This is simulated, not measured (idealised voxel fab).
Name of the process module below: voxel fin reveal
The figure presents cross-section cut, which has a width of 275 nm and is divided into square cells with an edge length of 5 nm.
How to read a cross-section here: the picture is a grid of square cells, written as bands going from the top down, and any band can span one or more rows of cells. Look at the band entry: it leads with the top's height and the bottom's height in nm. Then it lists the materials left to right, with a width in nm for each. The word "full width" on a single material says that material fills the band edge to edge. The word "empty" is empty space. Ref level 0: as-received wafer is one material below here. Bottom band extends down with no lower bound ("0 and below"). The notation "30..40" denotes a width that varies across the rows of cells in the band, beginning at the first number in the top row, finishing at the second number in the bottom row, and changing by an identical amount from each row to the next. "nothing altered", as given for a step, is the statement that not any cell of the cross-section underwent a change during that step. You'll see "Unvented internal voids" listing empty spaces that have no way open to the top, as long as they're 8 cells or more; the notation is width x height at distance, where the distance is from the left edge, and all of it is in nm. The remark found on a step's line after its settings is issued by the simulator itself and pertains to that step. When a step includes a mask, the "overlay nm" setting on its line states how far to the right of its planned place that mask lay, and negative values state how far to the left.
-- These are the steps we planned for the process
1. RECEIVE with material Si
2. CONFORMAL_DEP with material SiN, thk nm 10
3. MASKED_ETCH with tone cover, mask id FINS, width nm 15, pitch nm 40, etch materials SiN, depth nm 10, overlay nm 0
4. MASKED_ETCH with tone cover, mask id FINS, width nm 15, pitch nm 40, etch materials Si, depth nm 30, overlay nm 0
5. FILL_DEP with material SiO2, thk nm 15
6. CMP with height nm 10
7. SELECTIVE_ETCH with etch materials SiO2, depth nm 20
8. STRIP with etch materials SiN
For clarity, it should be stated that the wafers under discussion commence in an identical condition and differ with respect to the width nm of step 4, the plan indicating the value that the first wafer had.
-- Step 1 complete: as-received cross-section of the first of several wafers
> 0 and below | Si full width
> Unvented internal voids: none
-- first wafer at the end, after step 8
> 0 down to -10 | 70 empty | 15 Si | 25 empty | 15 Si | 25 empty | 15 Si | 25 empty | 15 Si | 70 empty
> -10 down to -30 | 70 SiO2 | 15 Si | 25 SiO2 | 15 Si | 25 SiO2 | 15 Si | 25 SiO2 | 15 Si | 70 SiO2
> -30 and below | Si full width
> Unvented internal voids: none
-- At the end of the module, the last of several wafers in cross-section
> 0 down to -10 | 65 empty | 25 Si | 15 empty | 25 Si | 15 empty | 25 Si | 15 empty | 25 Si | 65 empty
> -10 down to -30 | 65 SiO2 | 25 Si | 15 SiO2 | 25 Si | 15 SiO2 | 25 Si | 15 SiO2 | 25 Si | 65 SiO2
> -30 and below | Si full width
> Unvented internal voids: none
-- For your reference, the table is organized with a row per wafer; each row reflects the wafer at the end of the module, indicating for each material the cells gained (+) or lost (-) since receipt, and thereafter its closed voids
width nm 15; -258 Si; +172 SiO2; Unvented internal voids: none
width nm 20; -234 Si; +156 SiO2; Unvented internal voids: none
width nm 25; -210 Si; +140 SiO2; Unvented internal voids: none
